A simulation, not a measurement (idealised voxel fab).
You're looking at the process module voxel transistor to metal.
FYI the section here is cut, 190 nm wide, cells are 5 nm squares.
Cross-sections here: square-cell grids, written as top-down lists of bands, a band being one or more rows of cells. Band entry format. Leading values: height of top, height of bottom, nm. Remainder: materials in left-to-right order, each with its width in nm. Special words: "throughout" on a single material, which then fills the band edge to edge; "air", empty space. Measure heights from 0. That's the level where, below it, the as-received wafer is all one material. The lowest band is bottomless and extends downward; write it as in "0 and below". The two numbers in a width such as "30 to 40" mark its ends across the band: the first belongs to the top row of cells, the second to the bottom row, and from each row to the next the width moves by the same amount. You'll sometimes find "nothing was modified" written for a step, and that's the way of saying that nowhere in the cross-section did a cell change during that step. Entry "Closed void listing". Content: empty spaces with no open connection to the top, size 8 cells or greater. Each: width x height at distance. Distance: from left edge. Unit: nm. Where a step's line continues beyond its settings, the continuation is a remark by the simulator itself on that step. The setting "overlay nm" may be written on the line of a step. When the step uses a mask, the value reports how far to the right of the planned place the mask lay, and a negative value reports that it lay to the left.

**Planned process steps**
| 1 | RECEIVE,material Si |
| 2 | OXIDIZE,depth nm 5 |
| 3 | CONFORMAL_DEP,material SiN,thk nm 10 |
| 4 | MASKED_ETCH,tone cover,mask id ACTIVE,width nm 100,etch materials SiN,depth nm 10,overlay nm 0 |
| 5 | MASKED_ETCH,tone cover,mask id ACTIVE,width nm 100,etch materials SiO2,depth nm 5,overlay nm 0 |
| 6 | MASKED_ETCH,tone cover,mask id ACTIVE,width nm 100,etch materials Si,depth nm 35,overlay nm -15 |
| 7 | OXIDIZE,depth nm 5 |
| 8 | FILL_DEP,material SiO2,thk nm 15 |
| 9 | CMP,height nm 10 |
| 10 | SELECTIVE_ETCH,etch materials SiO2,depth nm 5 |
| 11 | STRIP,etch materials SiN |
| 12 | SELECTIVE_ETCH,etch materials SiO2,depth nm 5 |
| 13 | OXIDIZE,depth nm 5 |
| 14 | DIRECTIONAL_DEP,material polySi,thk nm 20 |
| 15 | DIRECTIONAL_DEP,material SiCN,thk nm 10 |
| 16 | PATTERN,tone cover,mask id GATE,material resist,width nm 20,thk nm 20,overlay nm 0 |
| 17 | DIRECTIONAL_ETCH,etch materials SiCN,depth nm 20 |
| 18 | DIRECTIONAL_ETCH,etch materials polySi,depth nm 30 |
| 19 | STRIP,etch materials resist |
| 20 | CONFORMAL_DEP,material SiO2,thk nm 5 |
| 21 | DIRECTIONAL_ETCH,etch materials SiO2,depth nm 5 |
| 22 | CONFORMAL_DEP,material SiN,thk nm 10 |
| 23 | DIRECTIONAL_ETCH,etch materials SiN,depth nm 10 |
| 24 | DIRECTIONAL_ETCH,etch materials SiO2,depth nm 5 |
| 25 | DIRECTIONAL_ETCH,etch materials Si,depth nm 10 |
| 26 | EPI,material nSi,thk nm 15 |
| 27 | FILL_DEP,material SiO2,thk nm 10 |
| 28 | CMP,height nm 25 |
| 29 | DIRECTIONAL_DEP,material SiO2,thk nm 15 |
| 30 | PATTERN,tone open,mask id CONTACT,material resist,width nm 15,pitch nm 75,thk nm 20,overlay nm 0 |
| 31 | DIRECTIONAL_ETCH,etch materials SiO2,depth nm 35 |
| 32 | STRIP,etch materials resist |
| 33 | CONFORMAL_DEP,material TiN,thk nm 5 |
| 34 | FILL_DEP,material Ru,thk nm 10 |
| 35 | CMP,height nm 40 |
| 36 | CONFORMAL_DEP,material SiCN,thk nm 5 |
| 37 | DIRECTIONAL_DEP,material lowk,thk nm 15 |
| 38 | PATTERN,tone open,mask id METAL_1,material resist,width nm 15,pitch nm 75,thk nm 20,overlay nm 0 |
| 39 | DIRECTIONAL_ETCH,etch materials lowk,depth nm 15 |
| 40 | DIRECTIONAL_ETCH,etch materials SiCN,depth nm 5 |
| 41 | STRIP,etch materials resist |
| 42 | CONFORMAL_DEP,material TiN,thk nm 5 |
| 43 | FILL_DEP,material Ru,thk nm 5 |
| 44 | CMP,height nm 60 |
| 45 | CONFORMAL_DEP,material SiN,thk nm 5 |
The wafers in this document start out alike and differ in the overlay nm applied at step 6; the plan shows the value used for the first wafer.

**Sectional view: first of several wafers, as received, after step 1**
0 and below: Si throughout
Closed void listing: none

**Per wafer, end of module: cells gained (+) or lost (-) per material since receipt, then closed voids**
overlay nm -15, +18 Ru, -207 Si, +40 SiCN, +66 SiN, +385 SiO2, +48 TiN, +96 lowk, +32 nSi, +16 polySi, Closed void listing: none
overlay nm -10, +18 Ru, -214 Si, +40 SiCN, +66 SiN, +392 SiO2, +48 TiN, +96 lowk, +32 nSi, +16 polySi, Closed void listing: none
overlay nm -5, +18 Ru, -221 Si, +40 SiCN, +66 SiN, +399 SiO2, +48 TiN, +96 lowk, +32 nSi, +16 polySi, Closed void listing: none
overlay nm 0, +18 Ru, -228 Si, +40 SiCN, +66 SiN, +406 SiO2, +48 TiN, +96 lowk, +32 nSi, +16 polySi, Closed void listing: none
overlay nm 5, +18 Ru, -221 Si, +40 SiCN, +66 SiN, +399 SiO2, +48 TiN, +96 lowk, +32 nSi, +16 polySi, Closed void listing: none
overlay nm 10, +18 Ru, -214 Si, +40 SiCN, +66 SiN, +392 SiO2, +48 TiN, +96 lowk, +32 nSi, +16 polySi, Closed void listing: none
overlay nm 15, +18 Ru, -207 Si, +40 SiCN, +66 SiN, +385 SiO2, +48 TiN, +96 lowk, +32 nSi, +16 polySi, Closed void listing: none
